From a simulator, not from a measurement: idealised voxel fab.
Proc. module: voxel capacitor over wiring
It is cross-section cut that appears here, measuring 215 nm in width, its square cells being 5 nm in size.
A cross-section in this document is a grid of square cells, and it is written down as bands, the top band listed before the ones below it; a band is made up of one or more rows of cells.
The entry gives the band's vertical extent as a top height and a bottom height in nm, then its horizontal make-up as materials from left to right, each with a width in nm. "air" stands for empty space; a single material marked "edge to edge" fills the band edge to edge.
All heights in this document are referenced to 0, defined as the level beneath which the wafer, as received, consists entirely of one material. The lowest band is not bounded below; it extends indefinitely downward and is written in the form "top 0, no bottom".
It should be noted that a width expressed as "30->40" varies in equal increments from row to row of cells within the band, taking the value of the first number at the top row and that of the second number at the bottom row.
Step marked "no modifications"? Then no cell in the cross-section changed in it.
Reported under the label "Completely sealed voids" are the empty spaces having no open way to the top and comprising 8 cells or more; the notation for each is width x height at distance, in which the distance is measured from the left edge and all three values are in nm.
Where a step's line continues beyond its settings, the continuation is a remark by the simulator itself on that step.
"overlay nm" denotes, for a step that has a mask, the displacement of the mask to the right of its planned place, with negative values corresponding to the left.

## Listed below are the process steps as planned
step 1: RECEIVE | material Si
step 2: CONFORMAL_DEP | material SiO2 | thk nm 10
step 3: CONFORMAL_DEP | material SiN | thk nm 5
step 4: DIRECTIONAL_DEP | material lowk | thk nm 15
step 5: MASKED_ETCH | tone open | mask id METAL_1 | width nm 20 | pitch nm 100 | etch materials lowk | depth nm 15 | overlay nm 0
step 6: MASKED_ETCH | tone open | mask id METAL_1 | width nm 30 | pitch nm 100 | etch materials SiN | depth nm 5 | overlay nm 0
step 7: CONFORMAL_DEP | material TiN | thk nm 5
step 8: FILL_DEP | material Cu | thk nm 10
step 9: CMP | height nm 30
step 10: CONFORMAL_DEP | material SiCN | thk nm 5
step 11: DIRECTIONAL_DEP | material SiO2 | thk nm 15
step 12: DIRECTIONAL_DEP | material aC | thk nm 15
step 13: PATTERN | tone open | mask id PLUG_1 | material resist | width nm 15 | thk nm 30 | overlay nm 0
step 14: DIRECTIONAL_ETCH | etch materials aC | depth nm 15
step 15: STRIP | etch materials resist
step 16: DIRECTIONAL_ETCH | etch materials SiO2 | depth nm 15
step 17: DIRECTIONAL_ETCH | etch materials SiCN | depth nm 5
step 18: STRIP | etch materials aC
step 19: CONFORMAL_DEP | material TiN | thk nm 5
step 20: FILL_DEP | material Cu | thk nm 5
step 21: CMP | height nm 50
step 22: DIRECTIONAL_DEP | material TiN | thk nm 10
step 23: DIRECTIONAL_DEP | material HfO2 | thk nm 5
step 24: DIRECTIONAL_DEP | material TiN | thk nm 5
step 25: DIRECTIONAL_DEP | material aC | thk nm 10
step 26: PATTERN | tone cover | mask id UPPER_PLATE | material resist | width nm 75 | thk nm 30 | overlay nm 0
step 27: DIRECTIONAL_ETCH | etch materials aC | depth nm 10
step 28: STRIP | etch materials resist
step 29: DIRECTIONAL_ETCH | etch materials TiN | depth nm 5
step 30: DIRECTIONAL_ETCH | etch materials HfO2 | depth nm 5
step 31: STRIP | etch materials aC
step 32: DIRECTIONAL_DEP | material aC | thk nm 10
step 33: PATTERN | tone cover | mask id LOWER_PLATE | material resist | width nm 85 | thk nm 25 | overlay nm 0
step 34: DIRECTIONAL_ETCH | etch materials aC | depth nm 10
step 35: STRIP | etch materials resist
step 36: DIRECTIONAL_ETCH | etch materials TiN | depth nm 10
step 37: STRIP | etch materials aC
step 38: FILL_DEP | material SiO2 | thk nm 15
step 39: CMP | height nm 80
step 40: PATTERN | tone open | mask id PLUG_2 | material resist | width nm 15 | thk nm 15 | overlay nm 0
step 41: DIRECTIONAL_ETCH | etch materials SiO2 | depth nm 10
step 42: STRIP | etch materials resist
step 43: CONFORMAL_DEP | material TiN | thk nm 5
step 44: FILL_DEP | material W | thk nm 10
step 45: CMP | height nm 80
step 46: CONFORMAL_DEP | material SiCN | thk nm 5
Across this set of wafers, the varied parameter is the width nm of step 5. Starting conditions are identical for every wafer, and the plan reports the value assigned to the first wafer.

## First wafer of several, as received: cross-section after step 1
    top 0, no bottom  Si edge to edge
    Completely sealed voids: none

## Each row below is a wafer at the end of the module, listing for every material the number of cells it has gained (+) or lost (-) since it was received, followed by its closed voids
width nm 20 | +15 Cu | +15 HfO2 | +83 SiCN | +35 SiN | +394 SiO2 | +83 TiN | +1 W | +105 lowk | Completely sealed voids: none
width nm 25 | +21 Cu | +15 HfO2 | +83 SiCN | +33 SiN | +394 SiO2 | +85 TiN | +1 W | +99 lowk | Completely sealed voids: none
width nm 30 | +27 Cu | +15 HfO2 | +83 SiCN | +31 SiN | +394 SiO2 | +87 TiN | +1 W | +93 lowk | Completely sealed voids: none
width nm 35 | +31 Cu | +15 HfO2 | +83 SiCN | +31 SiN | +394 SiO2 | +89 TiN | +1 W | +87 lowk | Completely sealed voids: none
width nm 40 | +35 Cu | +15 HfO2 | +83 SiCN | +31 SiN | +394 SiO2 | +91 TiN | +1 W | +81 lowk | Completely sealed voids: none
width nm 45 | +39 Cu | +15 HfO2 | +83 SiCN | +31 SiN | +394 SiO2 | +93 TiN | +1 W | +75 lowk | Completely sealed voids: none
